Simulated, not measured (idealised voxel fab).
The following is a process module called voxel ribs on slabs.
Section shown: cut. Width: 140 nm. Cell size: 5 nm, square.
In this document a cross-section is written as a grid of square cells. It is given as a series of bands, listed from the top down, and a band is one or more rows of cells.
In this notation a band is specified by the heights of its top and bottom, in that order and in nm, after which its materials appear from left to right, each paired with its width in nm. The word "everywhere" attached to a single material means that material fills the band from edge to edge; the word "air" stands for empty space.
Basically, 0 is our baseline, since under it the wafer straight out of the box is all one material. The bottom band has no lower end and keeps on going down, so it looks like "top 0, no bottom".
Read "30..40" as a graded width: first number on top, second number at the bottom, same change between each pair of neighbouring rows.
Any step labelled "nothing different" changed none of the cells in the cross-section.
Fully enclosed voids: empty space of 8 cells or more with no open way to the top, each as width x height at its distance from the left edge, in nm
The remark found on a step's line after its settings is issued by the simulator itself and pertains to that step.
Regarding "overlay nm": on a step with a mask, it is the distance the mask lay to the right of its planned place; a negative value places it to the left.

So here's the lineup of process steps we planned:
1. RECEIVE [material Si]
2. DIRECTIONAL_DEP [material SiO2] [thk nm 30]
3. DIRECTIONAL_DEP [material SiN] [thk nm 20]
4. MASKED_ETCH [tone cover] [mask id RIB] [width nm 20] [etch materials SiN] [depth nm 5] [overlay nm 0]
5. PATTERN [tone cover] [mask id SLAB] [material resist] [width nm 50] [thk nm 15] [overlay nm 0]
6. DIRECTIONAL_ETCH [etch materials SiN] [depth nm 15]
7. STRIP [etch materials resist]
8. FILL_DEP [material SiO2] [thk nm 25]
9. CMP [height nm 65]
10. DIRECTIONAL_DEP [material W] [thk nm 10]
11. DIRECTIONAL_DEP [material aC] [thk nm 15]
12. PATTERN [tone cover] [mask id HEATER] [material resist] [width nm 30] [thk nm 35] [overlay nm 0]
13. DIRECTIONAL_ETCH [etch materials aC] [depth nm 15]
14. STRIP [etch materials resist]
15. DIRECTIONAL_ETCH [etch materials W] [depth nm 10]
16. STRIP [etch materials aC]
17. CONFORMAL_DEP [material SiN] [thk nm 5]

Delivered wafer in cross-section: state after step 1:
* top 0, no bottom: Si everywhere
* Fully enclosed voids: none

End state of the module in cross-section, given the above starting point and plan and one mistake in execution:
* top 80, bottom 75: 55 nm air; 30 nm SiN; 55 nm air
* top 75, bottom 70: 55 nm air; 5 nm SiN; 20 nm W; 5 nm SiN; 55 nm air
* top 70, bottom 65: 60 nm SiN; 20 nm W; 60 nm SiN
* top 65, bottom 50: SiO2 everywhere
* top 50, bottom 45: 60 nm SiO2; 20 nm SiN; 60 nm SiO2
* top 45, bottom 30: 45 nm SiO2; 50 nm SiN; 45 nm SiO2
* top 30, bottom 0: SiO2 everywhere
* top 0, no bottom: Si everywhere
* Fully enclosed voids: none
Misprocessing identified: note that step 12 departed from the planned setting and was carried out as PATTERN [tone cover] [mask id HEATER] [material resist] [width nm 20] [thk nm 35] [overlay nm 0]
